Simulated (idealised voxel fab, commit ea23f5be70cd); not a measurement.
Process module under the name voxel wiring stack
Displayed cross-section: cut, width of 290 nm, square cells sized 5 nm.
Just so we're on the same page, the cross-sections are grids of square cells, and they're listed out in bands top to bottom, each band one or more rows deep. The entry gives the band's vertical extent as a top height and a bottom height in nm, then its horizontal make-up as materials from left to right, each with a width in nm. "air" stands for empty space; a single material marked "full width" fills the band edge to edge. All heights in this document are referenced to 0, defined as the level beneath which the wafer, as received, consists entirely of one material. The lowest band is not bounded below; it extends indefinitely downward and is written in the form "0 nm and below". The two numbers in a width such as "30->40" mark its ends across the band: the first belongs to the top row of cells, the second to the bottom row, and from each row to the next the width moves by the same amount. Basically "same as before" means that step didn't change any cell in the cross-section. "Enclosed cavities": sealed empty spaces, 8 cells or more, no open way to top, listed width x height at distance, with distance from the left edge and width, height and distance in nm. The remark found on a step's line after its settings is issued by the simulator itself and pertains to that step. On any step carrying a mask, the "overlay nm" setting, if present on the step's line, tells how far right of its planned place the mask lay; negative values point to the left.
These are the steps we planned for the process:
1) RECEIVE, material Si
2) CONFORMAL_DEP, material SiO2, thk nm 15
3) CONFORMAL_DEP, material SiCN, thk nm 5
4) DIRECTIONAL_DEP, material SiO2, thk nm 20
5) PATTERN, tone open, mask id METAL_1, material resist, width nm 30, pitch nm 50, thk nm 15, overlay nm 0
6) DIRECTIONAL_ETCH, etch materials SiO2, depth nm 20
7) DIRECTIONAL_ETCH, etch materials SiCN, depth nm 5
8) STRIP, etch materials resist
9) CONFORMAL_DEP, material TiN, thk nm 5
10) FILL_DEP, material Cu, thk nm 5
11) CMP, height nm 40
12) EPI, material Ru, thk nm 5
13) FILL_DEP, material SiCN, thk nm 5
14) DIRECTIONAL_DEP, material lowk, thk nm 20
15) DIRECTIONAL_DEP, material aC, thk nm 15
16) PATTERN, tone open, mask id PLUG_1, material resist, width nm 15, pitch nm 50, thk nm 35, overlay nm 0
17) DIRECTIONAL_ETCH, etch materials aC, depth nm 15
18) STRIP, etch materials resist
19) DIRECTIONAL_ETCH, etch materials lowk, depth nm 20
20) DIRECTIONAL_ETCH, etch materials SiCN, depth nm 5
21) STRIP, etch materials aC
22) CONFORMAL_DEP, material TiN, thk nm 5
23) FILL_DEP, material Ru, thk nm 5
24) CMP, height nm 70
25) CONFORMAL_DEP, material SiN, thk nm 5
26) DIRECTIONAL_DEP, material lowk, thk nm 15
27) MASKED_ETCH, tone open, mask id METAL_2, width nm 30, pitch nm 50, etch materials lowk, depth nm 15, overlay nm 0
28) MASKED_ETCH, tone open, mask id METAL_2, width nm 30, pitch nm 50, etch materials SiN, depth nm 5, overlay nm 0
29) CONFORMAL_DEP, material TiN, thk nm 5
30) FILL_DEP, material Cu, thk nm 10
31) CMP, height nm 90
32) CONFORMAL_DEP, material SiCN, thk nm 5
Wafer as received: cross-section following step 1:
- 0 nm and below: Si full width
- Enclosed cavities: none
Here's the wafer cut in cross-section after the module, started and planned just like above, except one thing was done wrong in the run:
- 95 nm to 90 nm: SiCN full width
- 90 nm to 75 nm: 55 nm lowk, then 5 nm TiN, then 20 nm Cu, then 5 nm TiN, then 20 nm lowk, then 5 nm TiN, then 20 nm Cu, then 5 nm TiN, then 20 nm lowk, then 5 nm TiN, then 20 nm Cu, then 5 nm TiN, then 20 nm lowk, then 5 nm TiN, then 20 nm Cu, then 5 nm TiN, then 55 nm lowk
- 75 nm to 70 nm: 55 nm SiN, then 30 nm TiN, then 20 nm SiN, then 30 nm TiN, then 20 nm SiN, then 30 nm TiN, then 20 nm SiN, then 30 nm TiN, then 55 nm SiN
- 70 nm to 50 nm: 55 nm lowk, then 5 nm TiN, then 5 nm Ru, then 5 nm TiN, then 35 nm lowk, then 5 nm TiN, then 5 nm Ru, then 5 nm TiN, then 35 nm lowk, then 5 nm TiN, then 5 nm Ru, then 5 nm TiN, then 35 nm lowk, then 5 nm TiN, then 5 nm Ru, then 5 nm TiN, then 70 nm lowk
- 50 nm to 45 nm: 55 nm SiCN, then 15 nm TiN, then 35 nm SiCN, then 15 nm TiN, then 35 nm SiCN, then 15 nm TiN, then 35 nm SiCN, then 15 nm TiN, then 70 nm SiCN
- 45 nm to 40 nm: 55 nm SiCN, then 35 nm Ru, then 15 nm SiCN, then 35 nm Ru, then 15 nm SiCN, then 35 nm Ru, then 15 nm SiCN, then 35 nm Ru, then 50 nm SiCN
- 40 nm to 20 nm: 60 nm SiO2, then 5 nm TiN, then 15 nm Cu, then 5 nm TiN, then 25 nm SiO2, then 5 nm TiN, then 15 nm Cu, then 5 nm TiN, then 25 nm SiO2, then 5 nm TiN, then 15 nm Cu, then 5 nm TiN, then 25 nm SiO2, then 5 nm TiN, then 15 nm Cu, then 5 nm TiN, then 55 nm SiO2
- 20 nm to 15 nm: 60 nm SiCN, then 25 nm TiN, then 25 nm SiCN, then 25 nm TiN, then 25 nm SiCN, then 25 nm TiN, then 25 nm SiCN, then 25 nm TiN, then 55 nm SiCN
- 15 nm to 0 nm: SiO2 full width
- 0 nm and below: Si full width
- Enclosed cavities: none
Diagnosis: it should be noted that step 5 was executed with settings other than those planned, the operation and settings actually applied being PATTERN, tone open, mask id METAL_1, material resist, width nm 25, pitch nm 50, thk nm 15, overlay nm 0
